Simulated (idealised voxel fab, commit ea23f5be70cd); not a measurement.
Process module in this document: voxel ribs on slabs
255 nm wide, 5 nm square cells: that's cross-section cut.
Square cells in a grid make up a cross-section in this document, and the grid is given as bands, listed from the top down, each one or more rows of cells. In this notation a band is specified by the heights of its top and bottom, in that order and in nm, after which its materials appear from left to right, each paired with its width in nm. The word "full width" attached to a single material means that material fills the band from edge to edge; the word "empty" stands for empty space. We count height from 0. Below that, the starting wafer is all one material. The lowest band never ends at the bottom but goes on down; see "0 -> down" for how that is written. The notation "30->40" denotes a width that varies across the rows of cells in the band, beginning at the first number in the top row, finishing at the second number in the bottom row, and changing by an identical amount from each row to the next. Reading "no modifications" for a step: not a cell of the cross-section changed in it. You'll see "Enclosed void entries" listing empty spaces that have no way open to the top, as long as they're 8 cells or more; the notation is width x height at distance, where the distance is from the left edge, and all of it is in nm. Where a step's line continues beyond its settings, the continuation is a remark by the simulator itself on that step. When a step includes a mask, the "overlay nm" setting on its line states how far to the right of its planned place that mask lay, and negative values state how far to the left.
Intended process steps
1,RECEIVE: material Si
2,DIRECTIONAL_DEP: material SiO2, thk nm 30
3,DIRECTIONAL_DEP: material polySi, thk nm 25
4,MASKED_ETCH: tone cover, mask id RIB, width nm 25, etch materials polySi, depth nm 15, overlay nm 0
5,MASKED_ETCH: tone cover, mask id SLAB, width nm 75, etch materials polySi, depth nm 10, overlay nm 0
6,FILL_DEP: material SiO2, thk nm 15
7,CMP: height nm 65
8,DIRECTIONAL_DEP: material TiN, thk nm 10
9,PATTERN: tone cover, mask id HEATER, material resist, width nm 35, thk nm 15, overlay nm 0
10,DIRECTIONAL_ETCH: etch materials TiN, depth nm 10
11,STRIP: etch materials resist
12,CONFORMAL_DEP: material SiO2, thk nm 5
Cross-sectional view of the wafer in its as-received condition, corresponding to the state after step 1
  0 -> down | Si full width
  Enclosed void entries: none
End state of the module in cross-section, given the above starting point and plan and one mistake in execution
  80 -> 75 | 105 of empty, 45 of SiO2, 105 of empty
  75 -> 70 | 105 of empty, 5 of SiO2, 35 of TiN, 5 of SiO2, 105 of empty
  70 -> 65 | 110 of SiO2, 35 of TiN, 110 of SiO2
  65 -> 55 | SiO2 full width
  55 -> 45 | 90 of SiO2, 25 of polySi, 25 of SiO2, 25 of polySi, 90 of SiO2
  45 -> 40 | 115 of polySi, 25 of SiO2, 115 of polySi
  40 -> 30 | polySi full width
  30 -> 0 | SiO2 full width
  0 -> down | Si full width
  Enclosed void entries: none
Nonconformance to the process plan: for step 4, the planned setting was not used; the step was instead run as MASKED_ETCH: tone open, mask id RIB, width nm 25, etch materials polySi, depth nm 15, overlay nm 0
